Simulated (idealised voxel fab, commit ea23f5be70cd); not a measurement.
This is a process module. Its name is voxel wiring stack.
In the cross-section labelled cut, the width is 155 nm and each square cell is 5 nm.
A cross-section is written here as square cells arranged in a grid, and it is given in bands from the top down, each band taking up one or more rows of cells.
Top, bottom (nm), then materials left to right with widths (nm); lone material tagged "throughout" fills the whole band edge to edge; "air" = empty space.
Heights are reckoned from 0. Under this level, the received wafer is all of one material. The bottommost band is open-ended downward, for example "0..down".
The notation "30 to 40" denotes a width that varies across the rows of cells in the band, beginning at the first number in the top row, finishing at the second number in the bottom row, and changing by an identical amount from each row to the next.
Where the words "no change occurred" appear for a step, the cross-section shows no cell changed by that step; every cell remained as before.
Sealed void inventory: empty space of 8 cells or more with no open way to the top, each as width x height at its distance from the left edge, in nm
Anything after a step's settings on that line? It's the simulator's own note about the step.
You can add "overlay nm" to a step's line. For a step with a mask, it describes how far the mask lay to the right of its planned position, and a negative number describes a lay to the left.
Before/after cross-section pairs, one process step each; after shown to lowest changed band; step and settings beneath. Pairs may be from different runs of this module on the same starting wafer; a pair continues from the one above only where its "Prior to step" entry says so.
PRIOR TO STEP
70..55 = 20 resist, 15 air, 75 resist, 15 air, 30 resist
55..40 = lowk throughout
40..35 = SiCN throughout
35..25 = 15 lowk, 5 SiN, 20 W, 5 SiN, 15 lowk, 5 SiN, 20 W, 5 SiN, 15 lowk, 5 SiN, 20 W, 5 SiN, 20 lowk
25..20 = 20 SiN, 20 W, 25 SiN, 20 W, 25 SiN, 20 W, 25 SiN
20..5 = SiO2 throughout
5..0 = TiN throughout
0..down = Si throughout
Sealed void inventory: none
POST-STEP APPEARANCE
70..55 = 20 resist, 15 air, 75 resist, 15 air, 30 resist
55..40 = 20 lowk, 15 air, 75 lowk, 15 air, 30 lowk
Below a height of 40, the structure has not been altered.
Sealed void inventory: none
Q: step between the cross-sections above? A: DIRECTIONAL_ETCH (etch materials lowk; depth nm 15)
Prior to step: the state before this step is the cross-section shown after the step in the pair just above.
POST-STEP APPEARANCE
70..55 = 20 resist, 15 air, 75 resist, 15 air, 30 resist
55..40 = 20 lowk, 15 air, 75 lowk, 15 air, 30 lowk
40..35 = 20 SiCN, 15 air, 75 SiCN, 15 air, 30 SiCN
Below a height of 35, the structure has not been altered.
Sealed void inventory: none
Q: step between the cross-sections above? A: DIRECTIONAL_ETCH (etch materials SiCN; depth nm 5)
Prior to step: the state before this step is the cross-section shown after the step in the pair just above.
POST-STEP APPEARANCE
55..40 = 20 lowk, 15 air, 75 lowk, 15 air, 30 lowk
Below a height of 40, the structure has not been altered.
Sealed void inventory: none
Q: step between the cross-sections above? A: STRIP (etch materials resist)
Prior to step: the state before this step is the cross-section shown after the step in the pair just above.
POST-STEP APPEARANCE
60..55 = 25 TiN, 5 air, 85 TiN, 5 air, 35 TiN
55..40 = 20 lowk, 5 TiN, 5 air, 5 TiN, 75 lowk, 5 TiN, 5 air, 5 TiN, 30 lowk
40..35 = 20 SiCN, 15 TiN, 75 SiCN, 15 TiN, 30 SiCN
Below a height of 35, the structure has not been altered.
Sealed void inventory: none
Q: step between the cross-sections above? A: CONFORMAL_DEP (material TiN; thk nm 5)
Prior to step: the state before this step is the cross-section shown after the step in the pair just above.
POST-STEP APPEARANCE
70..60 = W throughout
60..55 = 25 TiN, 5 W, 85 TiN, 5 W, 35 TiN
55..40 = 20 lowk, 5 TiN, 5 W, 5 TiN, 75 lowk, 5 TiN, 5 W, 5 TiN, 30 lowk
Below a height of 40, the structure has not been altered.
Sealed void inventory: none
Q: step between the cross-sections above? A: FILL_DEP (material W; thk nm 10)
Prior to step: the state before this step is the cross-section shown after the step in the pair just above.
POST-STEP APPEARANCE
55..40 = 20 lowk, 5 TiN, 5 W, 5 TiN, 75 lowk, 5 TiN, 5 W, 5 TiN, 30 lowk
Below a height of 40, the structure has not been altered.
Sealed void inventory: none
Q: step between the cross-sections above? A: CMP (height nm 55)
Prior to step: the state before this step is the cross-section shown after the step in the pair just above.
POST-STEP APPEARANCE
60..55 = SiN throughout
Below a height of 55, the structure has not been altered.
Sealed void inventory: none
Q: step between the cross-sections above? A: CONFORMAL_DEP (material SiN; thk nm 5)
Prior to step: the state before this step is the cross-section shown after the step in the pair just above.
POST-STEP APPEARANCE
85..60 = SiO2 throughout
Below a height of 60, the structure has not been altered.
Sealed void inventory: none
Q: step between the cross-sections above? A: DIRECTIONAL_DEP (material SiO2; thk nm 25)
Prior to step: the state before this step is the cross-section shown after the step in the pair just above.
POST-STEP APPEARANCE
100..85 = aC throughout
Below a height of 85, the structure has not been altered.
Sealed void inventory: none
Q: step between the cross-sections above? A: DIRECTIONAL_DEP (material aC; thk nm 15)
Prior to step: the state before this step is the cross-section shown after the step in the pair just above.
POST-STEP APPEARANCE
130..100 = 20 resist, 20 air, 25 resist, 20 air, 25 resist, 20 air, 25 resist
Below a height of 100, the structure has not been altered.
Sealed void inventory: none
Q: step between the cross-sections above? A: PATTERN (tone open; mask id METAL_2; material resist; width nm 20; pitch nm 45; thk nm 30; overlay nm 0)
Prior to step: the state before this step is the cross-section shown after the step in the pair just above.
POST-STEP APPEARANCE
115..100 = 20 resist, 20 air, 25 resist, 20 air, 25 resist, 20 air, 25 resist
100..85 = 20 aC, 20 air, 25 aC, 20 air, 25 aC, 20 air, 25 aC
Below a height of 85, the structure has not been altered.
Sealed void inventory: none
Q: step between the cross-sections above? A: DIRECTIONAL_ETCH (etch materials aC; depth nm 15)
Prior to step: the state before this step is the cross-section shown after the step in the pair just above.
POST-STEP APPEARANCE
100..85 = 20 aC, 20 air, 25 aC, 20 air, 25 aC, 20 air, 25 aC
Below a height of 85, the structure has not been altered.
Sealed void inventory: none
Q: step between the cross-sections above? A: STRIP (etch materials resist)
Prior to step: the state before this step is the cross-section shown after the step in the pair just above.
POST-STEP APPEARANCE
100..85 = 20 aC, 20 air, 25 aC, 20 air, 25 aC, 20 air, 25 aC
85..60 = 20 SiO2, 20 air, 25 SiO2, 20 air, 25 SiO2, 20 air, 25 SiO2
Below a height of 60, the structure has not been altered.
Sealed void inventory: none
Q: step between the cross-sections above? A: DIRECTIONAL_ETCH (etch materials SiO2; depth nm 25)
Prior to step: the state before this step is the cross-section shown after the step in the pair just above.
POST-STEP APPEARANCE
100..85 = 20 aC, 20 air, 25 aC, 20 air, 25 aC, 20 air, 25 aC
85..60 = 20 SiO2, 20 air, 25 SiO2, 20 air, 25 SiO2, 20 air, 25 SiO2
60..55 = 20 SiN, 20 air, 25 SiN, 20 air, 25 SiN, 20 air, 25 SiN
Below a height of 55, the structure has not been altered.
Sealed void inventory: none
Q: step between the cross-sections above? A: DIRECTIONAL_ETCH (etch materials SiN; depth nm 5)
Prior to step: the state before this step is the cross-section shown after the step in the pair just above.
POST-STEP APPEARANCE
85..60 = 20 SiO2, 20 air, 25 SiO2, 20 air, 25 SiO2, 20 air, 25 SiO2
Below a height of 60, the structure has not been altered.
Sealed void inventory: none
Q: step between the cross-sections above? A: STRIP (etch materials aC)
Prior to step: the state before this step is the cross-section shown after the step in the pair just above.
POST-STEP APPEARANCE
90..85 = 25 TiN, 10 air, 35 TiN, 10 air, 35 TiN, 10 air, 30 TiN
85..60 = 20 SiO2, 5 TiN, 10 air, 5 TiN, 25 SiO2, 5 TiN, 10 air, 5 TiN, 25 SiO2, 5 TiN, 10 air, 5 TiN, 25 SiO2
60..55 = 20 SiN, 20 TiN, 25 SiN, 20 TiN, 25 SiN, 20 TiN, 25 SiN
Below a height of 55, the structure has not been altered.
Sealed void inventory: none
Q: step between the cross-sections above? A: CONFORMAL_DEP (material TiN; thk nm 5)
Prior to step: the state before this step is the cross-section shown after the step in the pair just above.
POST-STEP APPEARANCE
100..90 = W throughout
90..85 = 25 TiN, 10 W, 35 TiN, 10 W, 35 TiN, 10 W, 30 TiN
85..60 = 20 SiO2, 5 TiN, 10 W, 5 TiN, 25 SiO2, 5 TiN, 10 W, 5 TiN, 25 SiO2, 5 TiN, 10 W, 5 TiN, 25 SiO2
Below a height of 60, the structure has not been altered.
Sealed void inventory: none
Q: step between the cross-sections above? A: FILL_DEP (material W; thk nm 10)
Prior to step: the state before this step is the cross-section shown after the step in the pair just above.
POST-STEP APPEARANCE
85..60 = 20 SiO2, 5 TiN, 10 W, 5 TiN, 25 SiO2, 5 TiN, 10 W, 5 TiN, 25 SiO2, 5 TiN, 10 W, 5 TiN, 25 SiO2
Below a height of 60, the structure has not been altered.
Sealed void inventory: none
Q: step between the cross-sections above? A: CMP (height nm 85)
Prior to step: the state before this step is the cross-section shown after the step in the pair just above.
POST-STEP APPEARANCE
90..85 = SiCN throughout
Below a height of 85, the structure has not been altered.
Sealed void inventory: none
Q: step between the cross-sections above? A: CONFORMAL_DEP (material SiCN; thk nm 5)
Prior to step: the state before this step is the cross-section shown after the step in the pair just above.
POST-STEP APPEARANCE
110..90 = SiO2 throughout
Below a height of 90, the structure has not been altered.
Sealed void inventory: none
Q: step between the cross-sections above? A: DIRECTIONAL_DEP (material SiO2; thk nm 20)
Prior to step: the state before this step is the cross-section shown after the step in the pair just above.
POST-STEP APPEARANCE
120..110 = aC throughout
Below a height of 110, the structure has not been altered.
Sealed void inventory: none
Q: step between the cross-sections above? A: DIRECTIONAL_DEP (material aC; thk nm 10)
Prior to step: the state before this step is the cross-section shown after the step in the pair just above.
POST-STEP APPEARANCE
150..120 = 20 resist, 15 air, 75 resist, 15 air, 30 resist
Below a height of 120, the structure has not been altered.
Sealed void inventory: none
Q: step between the cross-sections above? A: PATTERN (tone open; mask id PLUG_2; material resist; width nm 15; pitch nm 90; thk nm 30; overlay nm 0)
Prior to step: the state before this step is the cross-section shown after the step in the pair just above.
POST-STEP APPEARANCE
140..120 = 20 resist, 15 air, 75 resist, 15 air, 30 resist
120..110 = 20 aC, 15 air, 75 aC, 15 air, 30 aC
Below a height of 110, the structure has not been altered.
Sealed void inventory: none
Q: step between the cross-sections above? A: DIRECTIONAL_ETCH (etch materials aC; depth nm 10)
Prior to step: the state before this step is the cross-section shown after the step in the pair just above.
POST-STEP APPEARANCE
120..110 = 20 aC, 15 air, 75 aC, 15 air, 30 aC
Below a height of 110, the structure has not been altered.
Sealed void inventory: none
Q: step between the cross-sections above? A: STRIP (etch materials resist)
Prior to step: the state before this step is the cross-section shown after the step in the pair just above.
POST-STEP APPEARANCE
120..110 = 20 aC, 15 air, 75 aC, 15 air, 30 aC
110..90 = 20 SiO2, 15 air, 75 SiO2, 15 air, 30 SiO2
Below a height of 90, the structure has not been altered.
Sealed void inventory: none
Q: step between the cross-sections above? A: DIRECTIONAL_ETCH (etch materials SiO2; depth nm 20)
Prior to step: the state before this step is the cross-section shown after the step in the pair just above.
POST-STEP APPEARANCE
120..110 = 20 aC, 15 air, 75 aC, 15 air, 30 aC
110..90 = 20 SiO2, 15 air, 75 SiO2, 15 air, 30 SiO2
90..85 = 20 SiCN, 15 air, 75 SiCN, 15 air, 30 SiCN
Below a height of 85, the structure has not been altered.
Sealed void inventory: none
Q: step between the cross-sections above? A: DIRECTIONAL_ETCH (etch materials SiCN; depth nm 5)
Prior to step: the state before this step is the cross-section shown after the step in the pair just above.
POST-STEP APPEARANCE
110..90 = 20 SiO2, 15 air, 75 SiO2, 15 air, 30 SiO2
Below a height of 90, the structure has not been altered.
Sealed void inventory: none
Q: step between the cross-sections above? A: STRIP (etch materials aC)
Prior to step: the state before this step is the cross-section shown after the step in the pair just above.
POST-STEP APPEARANCE
110..95 = 20 SiO2, 15 air, 75 SiO2, 15 air, 30 SiO2
95..90 = 20 SiO2, 15 Ru, 75 SiO2, 15 Ru, 30 SiO2
90..85 = 20 SiCN, 15 Ru, 75 SiCN, 15 Ru, 30 SiCN
Below a height of 85, the structure has not been altered.
Sealed void inventory: none
Q: step between the cross-sections above? A: EPI (material Ru; thk nm 10)
Prior to step: the state before this step is the cross-section shown after the step in the pair just above.
POST-STEP APPEARANCE
110..105 = 20 SiO2, 15 air, 75 SiO2, 15 air, 30 SiO2
105..90 = 20 SiO2, 15 Ru, 75 SiO2, 15 Ru, 30 SiO2
Below a height of 90, the structure has not been altered.
Sealed void inventory: none
Q: step between the cross-sections above? A: EPI (material Ru; thk nm 10)
Prior to step: the state before this step is the cross-section shown after the step in the pair just above.
POST-STEP APPEARANCE
110..90 = 20 SiO2, 15 Ru, 75 SiO2, 15 Ru, 30 SiO2
Below a height of 90, the structure has not been altered.
Sealed void inventory: none
Q: step between the cross-sections above? A: EPI (material Ru; thk nm 5)
Prior to step: the state before this step is the cross-section shown after the step in the pair just above.
POST-STEP APPEARANCE
115..110 = SiN throughout
Below a height of 110, the structure has not been altered.
Sealed void inventory: none
Q: step between the cross-sections above? A: CONFORMAL_DEP (material SiN; thk nm 5)
Prior to step: the state before this step is the cross-section shown after the step in the pair just above.
POST-STEP APPEARANCE
140..115 = lowk throughout
Below a height of 115, the structure has not been altered.
Sealed void inventory: none
Q: step between the cross-sections above? A: DIRECTIONAL_DEP (material lowk; thk nm 25)
Prior to step: the state before this step is the cross-section shown after the step in the pair just above.
POST-STEP APPEARANCE
140..115 = 20 lowk, 20 air, 25 lowk, 20 air, 25 lowk, 20 air, 25 lowk
Below a height of 115, the structure has not been altered.
Sealed void inventory: none
Q: step between the cross-sections above? A: MASKED_ETCH (tone open; mask id METAL_3; width nm 20; pitch nm 45; etch materials lowk; depth nm 25; overlay nm 0)
Prior to step: the state before this step is the cross-section shown after the step in the pair just above.
POST-STEP APPEARANCE
140..115 = 20 lowk, 20 air, 25 lowk, 20 air, 25 lowk, 20 air, 25 lowk
115..110 = 20 SiN, 20 air, 25 SiN, 20 air, 25 SiN, 20 air, 25 SiN
Below a height of 110, the structure has not been altered.
Sealed void inventory: none
Q: step between the cross-sections above? A: MASKED_ETCH (tone open; mask id METAL_3; width nm 20; pitch nm 45; etch materials SiN; depth nm 5; overlay nm 0)
Prior to step: the state before this step is the cross-section shown after the step in the pair just above.
POST-STEP APPEARANCE
145..140 = 25 TiN, 10 air, 35 TiN, 10 air, 35 TiN, 10 air, 30 TiN
140..115 = 20 lowk, 5 TiN, 10 air, 5 TiN, 25 lowk, 5 TiN, 10 air, 5 TiN, 25 lowk, 5 TiN, 10 air, 5 TiN, 25 lowk
115..110 = 20 SiN, 20 TiN, 25 SiN, 20 TiN, 25 SiN, 20 TiN, 25 SiN
Below a height of 110, the structure has not been altered.
Sealed void inventory: none
Q: step between the cross-sections above? A: CONFORMAL_DEP (material TiN; thk nm 5)
Prior to step: the state before this step is the cross-section shown after the step in the pair just above.
POST-STEP APPEARANCE
155..145 = Cu throughout
145..140 = 25 TiN, 10 Cu, 35 TiN, 10 Cu, 35 TiN, 10 Cu, 30 TiN
140..115 = 20 lowk, 5 TiN, 10 Cu, 5 TiN, 25 lowk, 5 TiN, 10 Cu, 5 TiN, 25 lowk, 5 TiN, 10 Cu, 5 TiN, 25 lowk
Below a height of 115, the structure has not been altered.
Sealed void inventory: none
Q: step between the cross-sections above? A: FILL_DEP (material Cu; thk nm 10)
Prior to step: the state before this step is the cross-section shown after the step in the pair just above.
POST-STEP APPEARANCE
140..115 = 20 lowk, 5 TiN, 10 Cu, 5 TiN, 25 lowk, 5 TiN, 10 Cu, 5 TiN, 25 lowk, 5 TiN, 10 Cu, 5 TiN, 25 lowk
Below a height of 115, the structure has not been altered.
Sealed void inventory: none
Q: step between the cross-sections above? A: CMP (height nm 140)
Prior to step: the state before this step is the cross-section shown after the step in the pair just above.
POST-STEP APPEARANCE
145..140 = SiCN throughout
Below a height of 140, the structure has not been altered.
Sealed void inventory: none
Q: step between the cross-sections above? A: CONFORMAL_DEP (material SiCN; thk nm 5)
Prior to step: the state before this step is the cross-section shown after the step in the pair just above.
POST-STEP APPEARANCE
155..145 = lowk throughout
Below a height of 145, the structure has not been altered.
Sealed void inventory: none
Q: step between the cross-sections above? A: DIRECTIONAL_DEP (material lowk; thk nm 10)
Prior to step: the state before this step is the cross-section shown after the step in the pair just above.
POST-STEP APPEARANCE
165..155 = aC throughout
Below a height of 155, the structure has not been altered.
Sealed void inventory: none
Q: step between the cross-sections above? A: DIRECTIONAL_DEP (material aC; thk nm 10)
Prior to step: the state before this step is the cross-section shown after the step in the pair just above.
POST-STEP APPEARANCE
190..165 = 20 resist, 15 air, 30 resist, 15 air, 30 resist, 15 air, 30 resist
Below a height of 165, the structure has not been altered.
Sealed void inventory: none
Q: step between the cross-sections above? A: PATTERN (tone open; mask id PLUG_3; material resist; width nm 15; pitch nm 45; thk nm 25; overlay nm 0)
Prior to step: the state before this step is the cross-section shown after the step in the pair just above.
POST-STEP APPEARANCE
180..165 = 20 resist, 15 air, 30 resist, 15 air, 30 resist, 15 air, 30 resist
165..155 = 20 aC, 15 air, 30 aC, 15 air, 30 aC, 15 air, 30 aC
Below a height of 155, the structure has not been altered.
Sealed void inventory: none
Q: step between the cross-sections above? A: DIRECTIONAL_ETCH (etch materials aC; depth nm 10)
Prior to step: the state before this step is the cross-section shown after the step in the pair just above.
POST-STEP APPEARANCE
165..155 = 20 aC, 15 air, 30 aC, 15 air, 30 aC, 15 air, 30 aC
Below a height of 155, the structure has not been altered.
Sealed void inventory: none
Q: step between the cross-sections above? A: STRIP (etch materials resist)
Prior to step: the state before this step is the cross-section shown after the step in the pair just above.
POST-STEP APPEARANCE
165..155 = 20 aC, 15 air, 30 aC, 15 air, 30 aC, 15 air, 30 aC
155..145 = 20 lowk, 15 air, 30 lowk, 15 air, 30 lowk, 15 air, 30 lowk
Below a height of 145, the structure has not been altered.
Sealed void inventory: none
Q: step between the cross-sections above? A: DIRECTIONAL_ETCH (etch materials lowk; depth nm 10)
Prior to step: the state before this step is the cross-section shown after the step in the pair just above.
POST-STEP APPEARANCE
165..155 = 20 aC, 15 air, 30 aC, 15 air, 30 aC, 15 air, 30 aC
155..145 = 20 lowk, 15 air, 30 lowk, 15 air, 30 lowk, 15 air, 30 lowk
145..140 = 20 SiCN, 15 air, 30 SiCN, 15 air, 30 SiCN, 15 air, 30 SiCN
Below a height of 140, the structure has not been altered.
Sealed void inventory: none
Q: step between the cross-sections above? A: DIRECTIONAL_ETCH (etch materials SiCN; depth nm 5)
Prior to step: the state before this step is the cross-section shown after the step in the pair just above.
POST-STEP APPEARANCE
155..145 = 20 lowk, 15 air, 30 lowk, 15 air, 30 lowk, 15 air, 30 lowk
Below a height of 145, the structure has not been altered.
Sealed void inventory: none
Q: step between the cross-sections above? A: STRIP (etch materials aC)
Prior to step: the state before this step is the cross-section shown after the step in the pair just above.
POST-STEP APPEARANCE
160..155 = 25 TiN, 5 air, 40 TiN, 5 air, 40 TiN, 5 air, 35 TiN
155..145 = 20 lowk, 5 TiN, 5 air, 5 TiN, 30 lowk, 5 TiN, 5 air, 5 TiN, 30 lowk, 5 TiN, 5 air, 5 TiN, 30 lowk
145..140 = 20 SiCN, 15 TiN, 30 SiCN, 15 TiN, 30 SiCN, 15 TiN, 30 SiCN
Below a height of 140, the structure has not been altered.
Sealed void inventory: none
Q: step between the cross-sections above? A: CONFORMAL_DEP (material TiN; thk nm 5)
Prior to step: the state before this step is the cross-section shown after the step in the pair just above.
POST-STEP APPEARANCE
165..160 = W throughout
160..155 = 25 TiN, 5 W, 40 TiN, 5 W, 40 TiN, 5 W, 35 TiN
155..145 = 20 lowk, 5 TiN, 5 W, 5 TiN, 30 lowk, 5 TiN, 5 W, 5 TiN, 30 lowk, 5 TiN, 5 W, 5 TiN, 30 lowk
Below a height of 145, the structure has not been altered.
Sealed void inventory: none
Q: step between the cross-sections above? A: FILL_DEP (material W; thk nm 5)
Prior to step: the state before this step is the cross-section shown after the step in the pair just above.
POST-STEP APPEARANCE
155..145 = 20 lowk, 5 TiN, 5 W, 5 TiN, 30 lowk, 5 TiN, 5 W, 5 TiN, 30 lowk, 5 TiN, 5 W, 5 TiN, 30 lowk
Below a height of 145, the structure has not been altered.
Sealed void inventory: none
Q: step between the cross-sections above? A: CMP (height nm 155)
Prior to step: the state before this step is the cross-section shown after the step in the pair just above.
POST-STEP APPEARANCE
160..155 = TiN throughout
Below a height of 155, the structure has not been altered.
Sealed void inventory: none
Q: step between the cross-sections above? A: DIRECTIONAL_DEP (material TiN; thk nm 5)
Prior to step: the state before this step is the cross-section shown after the step in the pair just above.
POST-STEP APPEARANCE
175..160 = W throughout
Below a height of 160, the structure has not been altered.
Sealed void inventory: none
Q: step between the cross-sections above? A: DIRECTIONAL_DEP (material W; thk nm 15)
Prior to step: the state before this step is the cross-section shown after the step in the pair just above.
POST-STEP APPEARANCE
195..175 = 20 air, 20 resist, 25 air, 20 resist, 25 air, 20 resist, 25 air
Below a height of 175, the structure has not been altered.
Sealed void inventory: none
Q: step between the cross-sections above? A: PATTERN (tone cover; mask id METAL_4; material resist; width nm 20; pitch nm 45; thk nm 20; overlay nm 0)
Prior to step: the state before this step is the cross-section shown after the step in the pair just above.
POST-STEP APPEARANCE
195..175 = 20 air, 20 resist, 25 air, 20 resist, 25 air, 20 resist, 25 air
175..160 = 20 air, 20 W, 25 air, 20 W, 25 air, 20 W, 25 air
Below a height of 160, the structure has not been altered.
Sealed void inventory: none
Q: step between the cross-sections above? A: DIRECTIONAL_ETCH (etch materials W; depth nm 15)
Prior to step: the state before this step is the cross-section shown after the step in the pair just above.
POST-STEP APPEARANCE
195..175 = 20 air, 20 resist, 25 air, 20 resist, 25 air, 20 resist, 25 air
175..160 = 20 air, 20 W, 25 air, 20 W, 25 air, 20 W, 25 air
160..155 = 20 air, 20 TiN, 25 air, 20 TiN, 25 air, 20 TiN, 25 air
Below a height of 155, the structure has not been altered.
Sealed void inventory: none
Q: step between the cross-sections above? A: DIRECTIONAL_ETCH (etch materials TiN; depth nm 5)
Prior to step: the state before this step is the cross-section shown after the step in the pair just above.
POST-STEP APPEARANCE
175..160 = 20 air, 20 W, 25 air, 20 W, 25 air, 20 W, 25 air
Below a height of 160, the structure has not been altered.
Sealed void inventory: none
Q: step between the cross-sections above? A: STRIP (etch materials resist)
Prior to step: the state before this step is the cross-section shown after the step in the pair just above.
POST-STEP APPEARANCE
180..175 = 15 air, 30 SiCN, 15 air, 30 SiCN, 15 air, 30 SiCN, 20 air
175..160 = 15 air, 5 SiCN, 20 W, 5 SiCN, 15 air, 5 SiCN, 20 W, 5 SiCN, 15 air, 5 SiCN, 20 W, 5 SiCN, 20 air
160..155 = 20 SiCN, 20 TiN, 25 SiCN, 20 TiN, 25 SiCN, 20 TiN, 25 SiCN
Below a height of 155, the structure has not been altered.
Sealed void inventory: none
Q: step between the cross-sections above? A: CONFORMAL_DEP (material SiCN; thk nm 5)
Prior to step: the state before this step is the cross-section shown after the step in the pair just above.
POST-STEP APPEARANCE
185..180 = lowk throughout
180..175 = 15 lowk, 30 SiCN, 15 lowk, 30 SiCN, 15 lowk, 30 SiCN, 20 lowk
175..160 = 15 lowk, 5 SiCN, 20 W, 5 SiCN, 15 lowk, 5 SiCN, 20 W, 5 SiCN, 15 lowk, 5 SiCN, 20 W, 5 SiCN, 20 lowk
Below a height of 160, the structure has not been altered.
Sealed void inventory: none
Q: step between the cross-sections above? A: FILL_DEP (material lowk; thk nm 5)
Prior to step: the state before this step is the cross-section shown after the step in the pair just above.
POST-STEP APPEARANCE
175..160 = 15 lowk, 5 SiCN, 20 W, 5 SiCN, 15 lowk, 5 SiCN, 20 W, 5 SiCN, 15 lowk, 5 SiCN, 20 W, 5 SiCN, 20 lowk
Below a height of 160, the structure has not been altered.
Sealed void inventory: none
Q: step between the cross-sections above? A: CMP (height nm 175)
Prior to step: the state before this step is the cross-section shown after the step in the pair just above.
POST-STEP APPEARANCE
180..175 = SiCN throughout
Below a height of 175, the structure has not been altered.
Sealed void inventory: none
Q: step between the cross-sections above? A: CONFORMAL_DEP (material SiCN; thk nm 5)
PRIOR TO STEP
90..85 = SiCN throughout
85..60 = 20 SiO2, 5 TiN, 10 W, 5 TiN, 25 SiO2, 5 TiN, 10 W, 5 TiN, 25 SiO2, 5 TiN, 10 W, 5 TiN, 25 SiO2
60..55 = 20 SiN, 20 TiN, 25 SiN, 20 TiN, 25 SiN, 20 TiN, 25 SiN
55..40 = 20 lowk, 5 TiN, 5 W, 5 TiN, 75 lowk, 5 TiN, 5 W, 5 TiN, 30 lowk
40..35 = 20 SiCN, 15 TiN, 75 SiCN, 15 TiN, 30 SiCN
35..20 = 15 lowk, 5 SiN, 20 W, 5 SiN, 15 lowk, 5 SiN, 20 W, 5 SiN, 15 lowk, 5 SiN, 20 W, 5 SiN, 20 lowk
20..15 = 20 SiN, 20 TiN, 25 SiN, 20 TiN, 25 SiN, 20 TiN, 25 SiN
15..0 = SiO2 throughout
0..down = Si throughout
Sealed void inventory: none
POST-STEP APPEARANCE
105..90 = SiO2 throughout
Below a height of 90, the structure has not been altered.
Sealed void inventory: none
Q: step between the cross-sections above? A: DIRECTIONAL_DEP (material SiO2; thk nm 15)
Prior to step: the state before this step is the cross-section shown after the step in the pair just above.
POST-STEP APPEARANCE
115..105 = aC throughout
Below a height of 105, the structure has not been altered.
Sealed void inventory: none
Q: step between the cross-sections above? A: DIRECTIONAL_DEP (material aC; thk nm 10)
Prior to step: the state before this step is the cross-section shown after the step in the pair just above.
POST-STEP APPEARANCE
145..115 = 20 resist, 15 air, 75 resist, 15 air, 30 resist
Below a height of 115, the structure has not been altered.
Sealed void inventory: none
Q: step between the cross-sections above? A: PATTERN (tone open; mask id PLUG_2; material resist; width nm 15; pitch nm 90; thk nm 30; overlay nm 0)
Prior to step: the state before this step is the cross-section shown after the step in the pair just above.
POST-STEP APPEARANCE
135..115 = 20 resist, 15 air, 75 resist, 15 air, 30 resist
115..105 = 20 aC, 15 air, 75 aC, 15 air, 30 aC
Below a height of 105, the structure has not been altered.
Sealed void inventory: none
Q: step between the cross-sections above? A: DIRECTIONAL_ETCH (etch materials aC; depth nm 10)
Prior to step: the state before this step is the cross-section shown after the step in the pair just above.
POST-STEP APPEARANCE
115..105 = 20 aC, 15 air, 75 aC, 15 air, 30 aC
Below a height of 105, the structure has not been altered.
Sealed void inventory: none
Q: step between the cross-sections above? A: STRIP (etch materials resist)
Prior to step: the state before this step is the cross-section shown after the step in the pair just above.
POST-STEP APPEARANCE
115..105 = 20 aC, 15 air, 75 aC, 15 air, 30 aC
105..90 = 20 SiO2, 15 air, 75 SiO2, 15 air, 30 SiO2
Below a height of 90, the structure has not been altered.
Sealed void inventory: none
Q: step between the cross-sections above? A: DIRECTIONAL_ETCH (etch materials SiO2; depth nm 20)
Prior to step: the state before this step is the cross-section shown after the step in the pair just above.
POST-STEP APPEARANCE
115..105 = 20 aC, 15 air, 75 aC, 15 air, 30 aC
105..90 = 20 SiO2, 15 air, 75 SiO2, 15 air, 30 SiO2
90..85 = 20 SiCN, 15 air, 75 SiCN, 15 air, 30 SiCN
Below a height of 85, the structure has not been altered.
Sealed void inventory: none
Q: step between the cross-sections above? A: DIRECTIONAL_ETCH (etch materials SiCN; depth nm 5)
Prior to step: the state before this step is the cross-section shown after the step in the pair just above.
POST-STEP APPEARANCE
105..90 = 20 SiO2, 15 air, 75 SiO2, 15 air, 30 SiO2
Below a height of 90, the structure has not been altered.
Sealed void inventory: none
Q: step between the cross-sections above? A: STRIP (etch materials aC)
Prior to step: the state before this step is the cross-section shown after the step in the pair just above.
POST-STEP APPEARANCE
105..95 = 20 SiO2, 15 air, 75 SiO2, 15 air, 30 SiO2
95..90 = 20 SiO2, 15 Ru, 75 SiO2, 15 Ru, 30 SiO2
90..85 = 20 SiCN, 15 Ru, 75 SiCN, 15 Ru, 30 SiCN
Below a height of 85, the structure has not been altered.
Sealed void inventory: none
Q: step between the cross-sections above? A: EPI (material Ru; thk nm 10)
Prior to step: the state before this step is the cross-section shown after the step in the pair just above.
POST-STEP APPEARANCE
105..90 = 20 SiO2, 15 Ru, 75 SiO2, 15 Ru, 30 SiO2
Below a height of 90, the structure has not been altered.
Sealed void inventory: none
Q: step between the cross-sections above? A: EPI (material Ru; thk nm 10)
Prior to step: the state before this step is the cross-section shown after the step in the pair just above.
POST-STEP APPEARANCE
110..105 = 15 air, 25 Ru, 65 air, 25 Ru, 25 air
Below a height of 105, the structure has not been altered.
Sealed void inventory: none
Q: step between the cross-sections above? A: EPI (material Ru; thk nm 5)
Prior to step: the state before this step is the cross-section shown after the step in the pair just above.
POST-STEP APPEARANCE
115..110 = 10 air, 35 SiN, 55 air, 35 SiN, 20 air
110..105 = 15 SiN, 25 Ru, 65 SiN, 25 Ru, 25 SiN
Below a height of 105, the structure has not been altered.
Sealed void inventory: none
Q: step between the cross-sections above? A: CONFORMAL_DEP (material SiN; thk nm 5)
Prior to step: the state before this step is the cross-section shown after the step in the pair just above.
POST-STEP APPEARANCE
140..135 = 10 air, 35 lowk, 55 air, 35 lowk, 20 air
135..115 = lowk throughout
115..110 = 10 lowk, 35 SiN, 55 lowk, 35 SiN, 20 lowk
Below a height of 110, the structure has not been altered.
Sealed void inventory: none
Q: step between the cross-sections above? A: DIRECTIONAL_DEP (material lowk; thk nm 25)
Prior to step: the state before this step is the cross-section shown after the step in the pair just above.
POST-STEP APPEARANCE
140..135 = 10 air, 10 lowk, 20 air, 5 lowk, 55 air, 10 lowk, 20 air, 5 lowk, 20 air
135..115 = 20 lowk, 20 air, 25 lowk, 20 air, 25 lowk, 20 air, 25 lowk
115..110 = 10 lowk, 35 SiN, 20 lowk, 20 air, 15 lowk, 35 SiN, 20 lowk
Below a height of 110, the structure has not been altered.
Sealed void inventory: none
Q: step between the cross-sections above? A: MASKED_ETCH (tone open; mask id METAL_3; width nm 20; pitch nm 45; etch materials lowk; depth nm 25; overlay nm 0)
Prior to step: the state before this step is the cross-section shown after the step in the pair just above.
POST-STEP APPEARANCE
140..135 = 10 air, 10 lowk, 20 air, 5 lowk, 55 air, 10 lowk, 20 air, 5 lowk, 20 air
135..115 = 20 lowk, 20 air, 25 lowk, 20 air, 25 lowk, 20 air, 25 lowk
115..110 = 10 lowk, 10 SiN, 20 air, 5 SiN, 20 lowk, 20 air, 15 lowk, 10 SiN, 20 air, 5 SiN, 20 lowk
110..105 = 15 SiN, 25 Ru, 25 SiN, 20 air, 20 SiN, 25 Ru, 25 SiN
Below a height of 105, the structure has not been altered.
Sealed void inventory: none
Q: step between the cross-sections above? A: MASKED_ETCH (tone open; mask id METAL_3; width nm 20; pitch nm 45; etch materials SiN; depth nm 5; overlay nm 0)
